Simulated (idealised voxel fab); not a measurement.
Proc. module: voxel air gaps
Cross-section cut: width 270 nm, square cells of 5 nm.
Cross-sections here: square-cell grids, written as top-down lists of bands, a band being one or more rows of cells.
Quick guide to a band line: top height, bottom height (nm) up front; then every material left to right with its width in nm. Only one material and it's marked "throughout"? Then it fills the band edge to edge. And "empty" just means empty space.
Heights are reckoned from 0. Under this level, the received wafer is all of one material. The bottommost band is open-ended downward, for example "0 and below".
Quick explanation for "30..40": the width changes in equal steps down the rows of cells, from the first number in the band's top row to the second number in its bottom row.
Reading "remains unaltered" for a step: not a cell of the cross-section changed in it.
In "Listed closed voids" the enclosed voids are listed, meaning empty spaces of 8 cells or larger without any opening to the top. The form is width x height at distance, distance from the left edge, units nm.
That trailing text on a step's line, after the settings, is the simulator's own remark on the step.
overlay nm: how far to the right of its planned place the mask lay on this masked step (negative: to the left).

## plan
1. op RECEIVE | material Si
2. op CONFORMAL_DEP | material SiO2 | thk nm 15
3. op CONFORMAL_DEP | material SiCN | thk nm 5
4. op DIRECTIONAL_DEP | material SiO2 | thk nm 30
5. op PATTERN | tone open | mask id LINES | material resist | width nm 15 | pitch nm 50 | thk nm 20 | overlay nm 0
6. op DIRECTIONAL_ETCH | etch materials SiO2 | depth nm 30
7. op STRIP | etch materials resist
8. op CONFORMAL_DEP | material TiN | thk nm 5
9. op FILL_DEP | material Ru | thk nm 10
10. op CMP | height nm 50
11. op EPI | material Ru | thk nm 10
12. op SELECTIVE_ETCH | etch materials SiO2 | depth nm 40
13. op CONFORMAL_DEP | material SiCN | thk nm 5
All wafers enter the flow in the same state. The width nm at step 5 differs from wafer to wafer, and the plan gives the value for the first wafer.

## Cross-section: the first of several wafers in its as-received state, i.e. following step 1
  0 and below  Si throughout
  Listed closed voids: none

## Wafer cross-section (first of several) - module end, post step 13 (last step)
  65 down to 60  empty: 35 | SiCN: 45 | empty: 5 | SiCN: 45 | empty: 5 | SiCN: 45 | empty: 5 | SiCN: 45 | empty: 40
  60 down to 50  empty: 35 | SiCN: 5 | Ru: 35 | SiCN: 5 | empty: 5 | SiCN: 5 | Ru: 35 | SiCN: 5 | empty: 5 | SiCN: 5 | Ru: 35 | SiCN: 5 | empty: 5 | SiCN: 5 | Ru: 35 | SiCN: 5 | empty: 40
  50 down to 45  empty: 35 | SiCN: 15 | TiN: 5 | Ru: 5 | TiN: 5 | SiCN: 15 | empty: 5 | SiCN: 15 | TiN: 5 | Ru: 5 | TiN: 5 | SiCN: 15 | empty: 5 | SiCN: 15 | TiN: 5 | Ru: 5 | TiN: 5 | SiCN: 15 | empty: 5 | SiCN: 15 | TiN: 5 | Ru: 5 | TiN: 5 | SiCN: 15 | empty: 40
  45 down to 25  empty: 45 | SiCN: 5 | TiN: 5 | Ru: 5 | TiN: 5 | SiCN: 5 | empty: 25 | SiCN: 5 | TiN: 5 | Ru: 5 | TiN: 5 | SiCN: 5 | empty: 25 | SiCN: 5 | TiN: 5 | Ru: 5 | TiN: 5 | SiCN: 5 | empty: 25 | SiCN: 5 | TiN: 5 | Ru: 5 | TiN: 5 | SiCN: 5 | empty: 50
  25 down to 20  SiCN: 50 | TiN: 15 | SiCN: 35 | TiN: 15 | SiCN: 35 | TiN: 15 | SiCN: 35 | TiN: 15 | SiCN: 55
  20 down to 15  SiCN throughout
  15 down to 0  SiO2 throughout
  0 and below  Si throughout
  Listed closed voids: none

## Last-wafer cross-section at the end of the module
  65 down to 60  empty: 25 | SiCN: 215 | empty: 30
  60 down to 50  empty: 25 | SiCN: 5 | Ru: 205 | SiCN: 5 | empty: 30
  50 down to 45  empty: 25 | SiCN: 15 | TiN: 5 | Ru: 25 | TiN: 5 | SiO2: 15 | TiN: 5 | Ru: 25 | TiN: 5 | SiO2: 15 | TiN: 5 | Ru: 25 | TiN: 5 | SiO2: 15 | TiN: 5 | Ru: 25 | TiN: 5 | SiCN: 15 | empty: 30
  45 down to 25  empty: 35 | SiCN: 5 | TiN: 5 | Ru: 25 | TiN: 5 | SiO2: 15 | TiN: 5 | Ru: 25 | TiN: 5 | SiO2: 15 | TiN: 5 | Ru: 25 | TiN: 5 | SiO2: 15 | TiN: 5 | Ru: 25 | TiN: 5 | SiCN: 5 | empty: 40
  25 down to 20  SiCN: 40 | TiN: 35 | SiO2: 15 | TiN: 35 | SiO2: 15 | TiN: 35 | SiO2: 15 | TiN: 35 | SiCN: 45
  20 down to 15  SiCN throughout
  15 down to 0  SiO2 throughout
  0 and below  Si throughout
  Listed closed voids: none

## Rows = wafers. At module end, each row lists per material the cells gained (+) or lost (-) since the wafer was received, then the closed voids
width nm 15; +76 Ru; +204 SiCN; +162 SiO2; +52 TiN; Listed closed voids: none
width nm 20; +104 Ru; +204 SiCN; +162 SiO2; +56 TiN; Listed closed voids: 20 x 20 at 75; 20 x 20 at 125; 20 x 20 at 175
width nm 25; +132 Ru; +192 SiCN; +162 SiO2; +60 TiN; Listed closed voids: 15 x 20 at 75; 15 x 20 at 125; 15 x 20 at 175
width nm 30; +160 Ru; +132 SiCN; +234 SiO2; +64 TiN; Listed closed voids: none
width nm 35; +182 Ru; +132 SiCN; +216 SiO2; +68 TiN; Listed closed voids: none
